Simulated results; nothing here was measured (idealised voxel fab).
This section sets out a process module, namely voxel self aligned vias.
Cross-section cut: width 240 nm, square cells of 5 nm.
Cross-section, as written here: a square-cell grid given band by band from the top down, where a band holds one or more rows of cells. What a band's entry tells you: where the top is and where the bottom is, as heights in nm, and after that what lies inside, material by material from left to right, each with its width in nm. Empty space is written as the word "air", and a single material marked with the word "throughout" occupies the band from edge to edge. The level at which height equals 0 is the one under which the wafer, as it arrives, is entirely one material. No lower edge exists for the bottom band, which continues downward and is notated as in "0 -> down". Width: "30..40" (first number = top row, second number = bottom row, same change from row to row of cells). Key: "no modification" - step with no changed cell in the cross-section. "Sealed internal cavities" lists enclosed empty spaces (at least 8 cells, no open path upward to the top), each as width x height at distance from the left edge, in nm. What comes after the settings on a step's line is commentary from the simulator itself on that step. "overlay nm" answers the question of how far to the right of plan the mask lay on a step that has a mask, and when it is negative the answer is to the left.
The steps planned for the process are as follows
- 1: RECEIVE with material Si
- 2: CONFORMAL_DEP with material SiO2, thk nm 15
- 3: CONFORMAL_DEP with material SiCN, thk nm 5
- 4: DIRECTIONAL_DEP with material SiO2, thk nm 30
- 5: DIRECTIONAL_DEP with material aC, thk nm 10
- 6: PATTERN with tone open, mask id LINES, material resist, width nm 20, pitch nm 50, thk nm 30, overlay nm 0
- 7: DIRECTIONAL_ETCH with etch materials aC, depth nm 10
- 8: STRIP with etch materials resist
- 9: DIRECTIONAL_ETCH with etch materials SiO2, depth nm 30
- 10: STRIP with etch materials aC
- 11: CONFORMAL_DEP with material TiN, thk nm 5
- 12: FILL_DEP with material Ru, thk nm 5
- 13: CMP with height nm 50
- 14: SELECTIVE_ETCH with etch materials W Ru TiN, depth nm 5
- 15: FILL_DEP with material SiN, thk nm 5
- 16: CMP with height nm 50
- 17: DIRECTIONAL_DEP with material SiO2, thk nm 20
- 18: PATTERN with tone open, mask id VIAS, material resist, width nm 30, pitch nm 100, thk nm 20, overlay nm 0
- 19: DIRECTIONAL_ETCH with etch materials SiO2, depth nm 20
- 20: DIRECTIONAL_ETCH with etch materials SiN, depth nm 5
- 21: STRIP with etch materials resist
- 22: CONFORMAL_DEP with material TiN, thk nm 5
- 23: FILL_DEP with material Cu, thk nm 5
- 24: CMP with height nm 70
- 25: CONFORMAL_DEP with material SiN, thk nm 5
Cross-section of the wafer upon arrival, representing the state reached after step 1
    0 -> down = Si throughout
    Sealed internal cavities: none
First of two wafers at the end of the module, shown in cross-section; run carried out as planned
    75 -> 70 = SiN throughout
    70 -> 55 = 55 SiO2; 5 TiN; 20 Cu; 5 TiN; 70 SiO2; 5 TiN; 20 Cu; 5 TiN; 55 SiO2
    55 -> 50 = 55 SiO2; 10 TiN; 10 Cu; 10 TiN; 70 SiO2; 10 TiN; 10 Cu; 10 TiN; 55 SiO2
    50 -> 45 = 60 SiO2; 20 TiN; 30 SiO2; 20 SiN; 30 SiO2; 20 TiN; 60 SiO2
    45 -> 25 = 60 SiO2; 5 TiN; 10 Ru; 5 TiN; 30 SiO2; 5 TiN; 10 Ru; 5 TiN; 30 SiO2; 5 TiN; 10 Ru; 5 TiN; 60 SiO2
    25 -> 20 = 60 SiO2; 20 TiN; 30 SiO2; 20 TiN; 30 SiO2; 20 TiN; 60 SiO2
    20 -> 15 = SiCN throughout
    15 -> 0 = SiO2 throughout
    0 -> down = Si throughout
    Sealed internal cavities: none
Cross-sectional view of the second of two wafers upon completion of the module. This wafer shared its starting condition and process plan with the first; one error was made during its execution
    75 -> 70 = SiN throughout
    70 -> 55 = 55 SiO2; 5 TiN; 20 Ru; 5 TiN; 70 SiO2; 5 TiN; 20 Ru; 5 TiN; 55 SiO2
    55 -> 50 = 55 SiO2; 10 TiN; 10 Ru; 10 TiN; 70 SiO2; 10 TiN; 10 Ru; 10 TiN; 55 SiO2
    50 -> 45 = 60 SiO2; 20 TiN; 30 SiO2; 20 SiN; 30 SiO2; 20 TiN; 60 SiO2
    45 -> 25 = 60 SiO2; 5 TiN; 10 Ru; 5 TiN; 30 SiO2; 5 TiN; 10 Ru; 5 TiN; 30 SiO2; 5 TiN; 10 Ru; 5 TiN; 60 SiO2
    25 -> 20 = 60 SiO2; 20 TiN; 30 SiO2; 20 TiN; 30 SiO2; 20 TiN; 60 SiO2
    20 -> 15 = SiCN throughout
    15 -> 0 = SiO2 throughout
    0 -> down = Si throughout
    Sealed internal cavities: none
what went wrong: step 23 deviated from plan and actually ran as FILL_DEP with material Ru, thk nm 5
Wrapping up, a cell-based count of both wafers puts the second over or under the first for these materials: -28 Cu; +28 Ru
